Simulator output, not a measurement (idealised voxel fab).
Process module in this document: voxel gate over fins
This is section cut - it's 225 nm across, gridded in 5 nm square cells.
A cross-section is a grid of square cells, given in bands from the top down. A band is one or more rows of cells.
Top height, bottom height, nm. Materials left to right, width each, nm. Single material + "edge to edge" = fills band edge to edge. "air" = empty.
It should be noted that heights are counted from 0, beneath which the wafer as supplied is of one material throughout, and that the lowest band possesses no lower boundary but continues downward, as written in "0 nm and below".
A width given as "30..40" starts at the first number in the band's top row and ends at the second number in its bottom row, shifting by an equal amount at every step from row to row.
"no alterations made" after a step means that no cell of the cross-section changed.
Listed in "Enclosed void list": every empty space of 8 or more cells without an open way to the top. Form: width x height at distance, the distance being from the left edge, all in nm.
It should be noted that, on the line of a given step, the content following the step's settings is a remark produced by the simulator itself with respect to that step.
Each step line may optionally specify "overlay nm", which for a step with a mask gives the rightward distance between the mask's planned place and where it lay, a negative value indicating the leftward direction.

[The following list gives the planned process steps]
1. RECEIVE: material Si
2. CONFORMAL_DEP: material SiN, thk nm 5
3. DIRECTIONAL_DEP: material aC, thk nm 15
4. PATTERN: tone cover, mask id FINS, material resist, width nm 15, pitch nm 40, thk nm 35, overlay nm 0
5. DIRECTIONAL_ETCH: etch materials aC, depth nm 15
6. STRIP: etch materials resist
7. DIRECTIONAL_ETCH: etch materials SiN, depth nm 5
8. DIRECTIONAL_ETCH: etch materials Si, depth nm 35
9. STRIP: etch materials aC
10. OXIDIZE: depth nm 5
11. FILL_DEP: material SiO2, thk nm 15
12. CMP: height nm 5
13. SELECTIVE_ETCH: etch materials SiO2, depth nm 15
14. STRIP: etch materials SiN
15. CONFORMAL_DEP: material HfO2, thk nm 5
16. CONFORMAL_DEP: material TiN, thk nm 5
17. CONFORMAL_DEP: material TiAl, thk nm 5
18. CONFORMAL_DEP: material TiN, thk nm 5
19. FILL_DEP: material W, thk nm 10
20. CMP: height nm 25
21. CONFORMAL_DEP: material SiCN, thk nm 5
varied across the wafers: width nm of step 4. The plan shows the first wafer's value. All wafers start alike

[Step 1 complete: as-received cross-section of the first of several wafers]
- 0 nm and below: Si edge to edge
- Enclosed void list: none

[Wafer rows, end of module: cells per material gained (+) or lost (-) since receipt; closed voids last]
width nm 15; +61 HfO2; -328 Si; +45 SiCN; +246 SiO2; +61 TiAl; +116 TiN; +69 W; Enclosed void list: none
width nm 20; +61 HfO2; -296 Si; +45 SiCN; +222 SiO2; +61 TiAl; +110 TiN; +67 W; Enclosed void list: none
width nm 25; +61 HfO2; -264 Si; +45 SiCN; +198 SiO2; +55 TiAl; +110 TiN; +65 W; Enclosed void list: none
